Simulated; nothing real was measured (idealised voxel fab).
process module | voxel double patterning
cross-section cut | 200 nm wide | cells 5 nm
A cross-section is a grid of square cells, given in bands from the top down. A band is one or more rows of cells.
Each band's line starts with the height of the band's top and of its bottom, in nm. Then come its materials from left to right, each with its width in nm. One material with "throughout" fills the band from edge to edge. "air" is empty space.
Height 0 is the level under which the wafer as received is all one material. The lowest band goes on downwards, as in "0 down".
A width such as "30 to 40" changes by the same amount from each row of cells to the next, from the band's top row to its bottom row.
"no change" after a step means that no cell of the cross-section changed.
closed voids: empty space of 8 cells or more with no open way to the top, each as width x height at its distance from the left edge, in nm
after a step's settings: what the simulator itself notes on the step
overlay nm, on a step with a mask: how far to the right of its planned place the mask lay; to the left if negative
plan
1 op RECEIVE | material Si
2 op CONFORMAL_DEP | material SiO2 | thk nm 10
3 op DIRECTIONAL_DEP | material W | thk nm 20
4 op DIRECTIONAL_DEP | material SiN | thk nm 5
5 op PATTERN | tone open | mask id FIRST | material resist | width nm 15 | pitch nm 50 | thk nm 20 | overlay nm 0
6 op DIRECTIONAL_ETCH | etch materials SiN | depth nm 5
7 op STRIP | etch materials resist
8 op PATTERN | tone open | mask id SECOND | material resist | width nm 15 | pitch nm 50 | thk nm 15 | overlay nm 0
9 op DIRECTIONAL_ETCH | etch materials SiN | depth nm 5
10 op STRIP | etch materials resist
11 op DIRECTIONAL_ETCH | etch materials W | depth nm 20
12 op STRIP | etch materials SiN
first wafer, as planned
as received, after step 1
  0 down: Si throughout
  closed voids: none
after step 2
  10 to 0: SiO2 throughout
  below 0: unchanged
after step 3
  30 to 10: W throughout
  below 10: unchanged
after step 4
  35 to 30: SiN throughout
  below 30: unchanged
after step 5
  55 to 35: resist 40 | air 15 | resist 35 | air 15 | resist 35 | air 15 | resist 45
  below 35: unchanged
after step 6
  55 to 35: resist 40 | air 15 | resist 35 | air 15 | resist 35 | air 15 | resist 45
  35 to 30: SiN 40 | air 15 | SiN 35 | air 15 | SiN 35 | air 15 | SiN 45
  below 30: unchanged
after step 7
  35 to 30: SiN 40 | air 15 | SiN 35 | air 15 | SiN 35 | air 15 | SiN 45
  below 30: unchanged
after step 8
  50 to 35: resist 65 | air 15 | resist 35 | air 15 | resist 70
  35 to 30: SiN 40 | resist 15 | SiN 35 | resist 15 | SiN 35 | resist 15 | SiN 45
  below 30: unchanged
after step 9
  50 to 35: resist 65 | air 15 | resist 35 | air 15 | resist 70
  35 to 30: SiN 40 | resist 15 | SiN 10 | air 15 | SiN 10 | resist 15 | SiN 10 | air 15 | SiN 10 | resist 15 | SiN 45
  below 30: unchanged
after step 10
  35 to 30: SiN 40 | air 15 | SiN 10 | air 15 | SiN 10 | air 15 | SiN 10 | air 15 | SiN 10 | air 15 | SiN 45
  below 30: unchanged
after step 11
  35 to 30: SiN 40 | air 15 | SiN 10 | air 15 | SiN 10 | air 15 | SiN 10 | air 15 | SiN 10 | air 15 | SiN 45
  30 to 10: W 40 | air 15 | W 10 | air 15 | W 10 | air 15 | W 10 | air 15 | W 10 | air 15 | W 45
  below 10: unchanged
after step 12
  30 to 10: W 40 | air 15 | W 10 | air 15 | W 10 | air 15 | W 10 | air 15 | W 10 | air 15 | W 45
  below 10: unchanged
second wafer: like start, like plan, one mistake. Through step 2 it matches the first wafer
when step 3 should have ended
  25 to 10: W throughout
  below 10: unchanged
when step 4 should have ended
  30 to 25: SiN throughout
  below 25: unchanged
when step 5 should have ended
  50 to 30: resist 40 | air 15 | resist 35 | air 15 | resist 35 | air 15 | resist 45
  below 30: unchanged
when step 6 should have ended
  50 to 30: resist 40 | air 15 | resist 35 | air 15 | resist 35 | air 15 | resist 45
  30 to 25: SiN 40 | air 15 | SiN 35 | air 15 | SiN 35 | air 15 | SiN 45
  below 25: unchanged
when step 7 should have ended
  30 to 25: SiN 40 | air 15 | SiN 35 | air 15 | SiN 35 | air 15 | SiN 45
  below 25: unchanged
when step 8 should have ended
  45 to 30: resist 65 | air 15 | resist 35 | air 15 | resist 70
  30 to 25: SiN 40 | resist 15 | SiN 35 | resist 15 | SiN 35 | resist 15 | SiN 45
  below 25: unchanged
when step 9 should have ended
  45 to 30: resist 65 | air 15 | resist 35 | air 15 | resist 70
  30 to 25: SiN 40 | resist 15 | SiN 10 | air 15 | SiN 10 | resist 15 | SiN 10 | air 15 | SiN 10 | resist 15 | SiN 45
  below 25: unchanged
when step 10 should have ended
  30 to 25: SiN 40 | air 15 | SiN 10 | air 15 | SiN 10 | air 15 | SiN 10 | air 15 | SiN 10 | air 15 | SiN 45
  below 25: unchanged
when step 11 should have ended
  30 to 25: SiN 40 | air 15 | SiN 10 | air 15 | SiN 10 | air 15 | SiN 10 | air 15 | SiN 10 | air 15 | SiN 45
  25 to 10: W 40 | air 15 | W 10 | air 15 | W 10 | air 15 | W 10 | air 15 | W 10 | air 15 | W 45
  below 10: unchanged
when step 12 should have ended
  25 to 10: W 40 | air 15 | W 10 | air 15 | W 10 | air 15 | W 10 | air 15 | W 10 | air 15 | W 45
  below 10: unchanged
what went wrong: step 3 ran as: op DIRECTIONAL_DEP | material W | thk nm 15
at the end the second wafer has, in cells: 25 fewer of W
